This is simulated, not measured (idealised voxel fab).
The following process module bears the name voxel air gaps.
The figure presents cross-section cut, which has a width of 175 nm and is divided into square cells with an edge length of 5 nm.
Each cross-section below is a grid of square cells, stated as bands in top-down order, with one or more rows of cells making up each band. Top height, bottom height, nm. Materials left to right, width each, nm. Single material + "everywhere" = fills band edge to edge. "blank" = empty. It should be noted that heights are counted from 0, beneath which the wafer as supplied is of one material throughout, and that the lowest band possesses no lower boundary but continues downward, as written in "0 -> down". A width given as "30 to 40" starts at the first number in the band's top row and ends at the second number in its bottom row, shifting by an equal amount at every step from row to row. Any step labelled "left unchanged" changed none of the cells in the cross-section. "Sealed void listing" enumerates empty spaces isolated from the top, with no open way to it, that contain at least 8 cells, giving each as width x height at distance from the left edge, all three in nm. On each step's line, the part that comes after the settings is the simulator's own comment on the step. A step line may carry the setting "overlay nm", which, for steps involving a mask, states the distance by which the mask lay to the right of its intended position; negative values denote displacement to the left.
Set out below are the planned steps of the process
1 RECEIVE, material Si
2 CONFORMAL_DEP, material SiO2, thk nm 10
3 CONFORMAL_DEP, material SiN, thk nm 5
4 DIRECTIONAL_DEP, material lowk, thk nm 40
5 PATTERN, tone open, mask id LINES, material resist, width nm 20, pitch nm 45, thk nm 20, overlay nm 0
6 DIRECTIONAL_ETCH, etch materials lowk, depth nm 40
7 STRIP, etch materials resist
8 CONFORMAL_DEP, material TiN, thk nm 5
9 FILL_DEP, material Cu, thk nm 10
10 CMP, height nm 45
11 EPI, material Ru, thk nm 10
12 SELECTIVE_ETCH, etch materials lowk, depth nm 50
13 CONFORMAL_DEP, material SiN, thk nm 5
For this document, wafers share an identical start and vary in the step 10 height nm; the plan quotes the first wafer's value.
Cross-section of the first of several wafers as received (after step 1)
0 -> down | Si everywhere
Sealed void listing: none
Take a look at the first of several wafers in cross-section: the module is done, and step 13 was its last step
60 -> 55 | blank (15), then SiN (140), then blank (20)
55 -> 45 | blank (15), then SiN (5), then Ru (40), then SiN (5), then Ru (40), then SiN (5), then Ru (40), then SiN (5), then blank (20)
45 -> 40 | blank (15), then SiN (15), then TiN (5), then Cu (10), then TiN (5), then SiN (25), then TiN (5), then Cu (10), then TiN (5), then SiN (25), then TiN (5), then Cu (10), then TiN (5), then SiN (15), then blank (20)
40 -> 20 | blank (25), then SiN (5), then TiN (5), then Cu (10), then TiN (5), then SiN (5), then blank (15), then SiN (5), then TiN (5), then Cu (10), then TiN (5), then SiN (5), then blank (15), then SiN (5), then TiN (5), then Cu (10), then TiN (5), then SiN (5), then blank (30)
20 -> 15 | SiN (30), then TiN (20), then SiN (25), then TiN (20), then SiN (25), then TiN (20), then SiN (35)
15 -> 10 | SiN everywhere
10 -> 0 | SiO2 everywhere
0 -> down | Si everywhere
Sealed void listing: 15 x 20 at 55; 15 x 20 at 100
A cross-section through the last wafer at the close of the module
85 -> 80 | SiN everywhere
80 -> 70 | Ru everywhere
70 -> 60 | Cu everywhere
60 -> 55 | TiN (35), then Cu (10), then TiN (35), then Cu (10), then TiN (35), then Cu (10), then TiN (40)
55 -> 20 | lowk (30), then TiN (5), then Cu (10), then TiN (5), then lowk (25), then TiN (5), then Cu (10), then TiN (5), then lowk (25), then TiN (5), then Cu (10), then TiN (5), then lowk (35)
20 -> 15 | lowk (30), then TiN (20), then lowk (25), then TiN (20), then lowk (25), then TiN (20), then lowk (35)
15 -> 10 | SiN everywhere
10 -> 0 | SiO2 everywhere
0 -> down | Si everywhere
Sealed void listing: none
The table below has one row for each wafer; a row shows, as of the end of the module, how many cells of each material the wafer has gained, marked (+), or lost, marked (-), since it was received, and then the wafer's closed voids
height nm 45 | +30 Cu | +48 Ru | +134 SiN | +70 SiO2 | +42 TiN | Sealed void listing: 15 x 20 at 55; 15 x 20 at 100
height nm 50 | +36 Cu | +48 Ru | +140 SiN | +70 SiO2 | +48 TiN | Sealed void listing: 15 x 25 at 55; 15 x 25 at 100
height nm 55 | +42 Cu | +48 Ru | +146 SiN | +70 SiO2 | +54 TiN | Sealed void listing: 15 x 30 at 55; 15 x 30 at 100
height nm 60 | +48 Cu | +70 Ru | +70 SiN | +70 SiO2 | +83 TiN | +184 lowk | Sealed void listing: none
height nm 65 | +83 Cu | +70 Ru | +70 SiN | +70 SiO2 | +83 TiN | +184 lowk | Sealed void listing: none
height nm 70 | +118 Cu | +70 Ru | +70 SiN | +70 SiO2 | +83 TiN | +184 lowk | Sealed void listing: none
